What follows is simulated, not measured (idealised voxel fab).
process module | voxel self aligned vias
cross-section cut | 210 nm wide | cells 5 nm
A cross-section is a grid of square cells, given in bands from the top down. A band is one or more rows of cells.
Each band's line starts with the height of the band's top and of its bottom, in nm. Then come its materials from left to right, each with its width in nm. One material with "throughout" fills the band from edge to edge. "air" is empty space.
Height 0 is the level under which the wafer as received is all one material. The lowest band goes on downwards, as in "0 down".
A width such as "30 to 40" changes by the same amount from each row of cells to the next, from the band's top row to its bottom row.
"no change" after a step means that no cell of the cross-section changed.
closed voids: empty space of 8 cells or more with no open way to the top, each as width x height at its distance from the left edge, in nm
after a step's settings: what the simulator itself notes on the step
overlay nm, on a step with a mask: how far to the right of its planned place the mask lay; to the left if negative
plan
1 op RECEIVE | material Si
2 op CONFORMAL_DEP | material SiO2 | thk nm 10
3 op CONFORMAL_DEP | material SiCN | thk nm 5
4 op DIRECTIONAL_DEP | material SiO2 | thk nm 30
5 op PATTERN | tone open | mask id LINES | material resist | width nm 20 | pitch nm 65 | thk nm 15 | overlay nm 0
6 op DIRECTIONAL_ETCH | etch materials SiO2 | depth nm 30
7 op STRIP | etch materials resist
8 op CONFORMAL_DEP | material TiN | thk nm 5
9 op FILL_DEP | material W | thk nm 5
10 op CMP | height nm 45
11 op SELECTIVE_ETCH | etch materials W Ru TiN | depth nm 5
12 op FILL_DEP | material SiN | thk nm 5
13 op CMP | height nm 45
14 op DIRECTIONAL_DEP | material SiO2 | thk nm 20
15 op DIRECTIONAL_DEP | material aC | thk nm 10
16 op PATTERN | tone open | mask id VIAS | material resist | width nm 40 | pitch nm 130 | thk nm 30 | overlay nm 0
17 op DIRECTIONAL_ETCH | etch materials aC | depth nm 10
18 op STRIP | etch materials resist
19 op DIRECTIONAL_ETCH | etch materials SiO2 | depth nm 20
20 op DIRECTIONAL_ETCH | etch materials SiN | depth nm 5
21 op STRIP | etch materials aC
22 op CONFORMAL_DEP | material TiN | thk nm 5
23 op FILL_DEP | material Cu | thk nm 5
24 op CMP | height nm 65
25 op CONFORMAL_DEP | material SiCN | thk nm 5
as received, after step 1
  0 down: Si throughout
  closed voids: none
a wafer at the end: this start, this plan, one mistake
  70 to 65: SiCN throughout
  65 to 45: SiO2 20 | TiN 5 | Cu 30 | TiN 5 | SiO2 90 | TiN 5 | Cu 30 | TiN 5 | SiO2 20
  45 to 40: SiO2 20 | TiN 40 | SiO2 35 | SiN 20 | SiO2 35 | TiN 40 | SiO2 20
  40 to 25: SiO2 20 | TiN 15 | W 10 | TiN 15 | SiO2 35 | TiN 5 | W 10 | TiN 5 | SiO2 35 | TiN 15 | W 10 | TiN 15 | SiO2 20
  25 to 20: SiO2 30 | TiN 5 | W 10 | TiN 5 | SiO2 45 | TiN 5 | W 10 | TiN 5 | SiO2 45 | TiN 5 | W 10 | TiN 5 | SiO2 30
  20 to 15: SiO2 30 | TiN 20 | SiO2 45 | TiN 20 | SiO2 45 | TiN 20 | SiO2 30
  15 to 10: SiCN throughout
  10 to 0: SiO2 throughout
  0 down: Si throughout
  closed voids: none
what went wrong: step 19 was run twice
